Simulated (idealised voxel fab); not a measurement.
The following is a process module called voxel tone inversion.
The cross-section shown here is cut; it is 265 nm wide and divided into square cells measuring 5 nm on a side.
Reading order for cross-sections: top band down to bottom band. Underlying form: a grid of square cells. Band size: one or more rows of cells.
Each band's line starts with the height of the band's top and of its bottom, in nm. Then come its materials from left to right, each with its width in nm. One material with "all across" fills the band from edge to edge. "empty" is empty space.
We count height from 0. Below that, the starting wafer is all one material. The lowest band never ends at the bottom but goes on down; see "0 and below" for how that is written.
Read "30 to 40" as a graded width: first number on top, second number at the bottom, same change between each pair of neighbouring rows.
Reading "remained the same" for a step: not a cell of the cross-section changed in it.
Empty spaces without an open route to the top, at least 8 cells in extent, make up the entry "Closed voids list"; each is given as width x height at distance, where the distance is measured from the left edge, and all are in nm.
Formally, on a step line, whatever follows the settings is a remark that the simulator itself makes on the step.
When a step includes a mask, the "overlay nm" setting on its line states how far to the right of its planned place that mask lay, and negative values state how far to the left.
[The process steps that were planned are listed below]
1) RECEIVE: material Si
2) CONFORMAL_DEP: material SiCN, thk nm 10
3) DIRECTIONAL_DEP: material polySi, thk nm 25
4) PATTERN: tone cover, mask id POSTS, material resist, width nm 25, pitch nm 40, thk nm 35, overlay nm 0
5) DIRECTIONAL_ETCH: etch materials polySi, depth nm 25
6) STRIP: etch materials resist
7) FILL_DEP: material SiO2, thk nm 10
8) CMP: height nm 35
9) STRIP: etch materials polySi
[First of two wafers, processed according to plan]
[Cross-section of the wafer upon arrival, representing the state reached after step 1]
	0 and below = Si all across
	Closed voids list: none
[Sectional view: wafer, after step 2]
	10 down to 0 = SiCN all across
	Rest of section, below 0: as before.
[Sectional view: wafer, after step 3]
	35 down to 10 = polySi all across
	Rest of section, below 10: as before.
[Sectional view: wafer, after step 4]
	70 down to 35 = 80 nm empty | 25 nm resist | 15 nm empty | 25 nm resist | 15 nm empty | 25 nm resist | 80 nm empty
	Rest of section, below 35: as before.
[Sectional view: wafer, after step 5]
	70 down to 35 = 80 nm empty | 25 nm resist | 15 nm empty | 25 nm resist | 15 nm empty | 25 nm resist | 80 nm empty
	35 down to 10 = 80 nm empty | 25 nm polySi | 15 nm empty | 25 nm polySi | 15 nm empty | 25 nm polySi | 80 nm empty
	Rest of section, below 10: as before.
[Sectional view: wafer, after step 6]
	35 down to 10 = 80 nm empty | 25 nm polySi | 15 nm empty | 25 nm polySi | 15 nm empty | 25 nm polySi | 80 nm empty
	Rest of section, below 10: as before.
[Sectional view: wafer, after step 7]
	45 down to 35 = SiO2 all across
	35 down to 10 = 80 nm SiO2 | 25 nm polySi | 15 nm SiO2 | 25 nm polySi | 15 nm SiO2 | 25 nm polySi | 80 nm SiO2
	Rest of section, below 10: as before.
[Sectional view: wafer, after step 8]
	35 down to 10 = 80 nm SiO2 | 25 nm polySi | 15 nm SiO2 | 25 nm polySi | 15 nm SiO2 | 25 nm polySi | 80 nm SiO2
	Rest of section, below 10: as before.
[Sectional view: wafer, after step 9]
	35 down to 10 = 80 nm SiO2 | 25 nm empty | 15 nm SiO2 | 25 nm empty | 15 nm SiO2 | 25 nm empty | 80 nm SiO2
	Rest of section, below 10: as before.
[Second Wafer (Identical Start and Plan, One Processing Error; Matches First Wafer Through Step 3)]
[At the planned end of step 4, the second wafer in cross-section]
	70 down to 35 = 85 nm empty | 25 nm resist | 15 nm empty | 25 nm resist | 15 nm empty | 25 nm resist | 75 nm empty
	Rest of section, below 35: as before.
[At the planned end of step 5, the second wafer in cross-section]
	70 down to 35 = 85 nm empty | 25 nm resist | 15 nm empty | 25 nm resist | 15 nm empty | 25 nm resist | 75 nm empty
	35 down to 10 = 85 nm empty | 25 nm polySi | 15 nm empty | 25 nm polySi | 15 nm empty | 25 nm polySi | 75 nm empty
	Rest of section, below 10: as before.
[At the planned end of step 6, the second wafer in cross-section]
	35 down to 10 = 85 nm empty | 25 nm polySi | 15 nm empty | 25 nm polySi | 15 nm empty | 25 nm polySi | 75 nm empty
	Rest of section, below 10: as before.
[At the planned end of step 7, the second wafer in cross-section]
	45 down to 35 = SiO2 all across
	35 down to 10 = 85 nm SiO2 | 25 nm polySi | 15 nm SiO2 | 25 nm polySi | 15 nm SiO2 | 25 nm polySi | 75 nm SiO2
	Rest of section, below 10: as before.
[At the planned end of step 8, the second wafer in cross-section]
	35 down to 10 = 85 nm SiO2 | 25 nm polySi | 15 nm SiO2 | 25 nm polySi | 15 nm SiO2 | 25 nm polySi | 75 nm SiO2
	Rest of section, below 10: as before.
[At the planned end of step 9, the second wafer in cross-section]
	35 down to 10 = 85 nm SiO2 | 25 nm empty | 15 nm SiO2 | 25 nm empty | 15 nm SiO2 | 25 nm empty | 75 nm SiO2
	Rest of section, below 10: as before.
Against the plan, the run slipped here: heads up, step 4 didn't go per plan, it actually ran as PATTERN: tone cover, mask id POSTS, material resist, width nm 25, pitch nm 40, thk nm 35, overlay nm 5
The concluding comparison shows that, measured in cells, each material is equally abundant on both wafers, albeit at different positions.
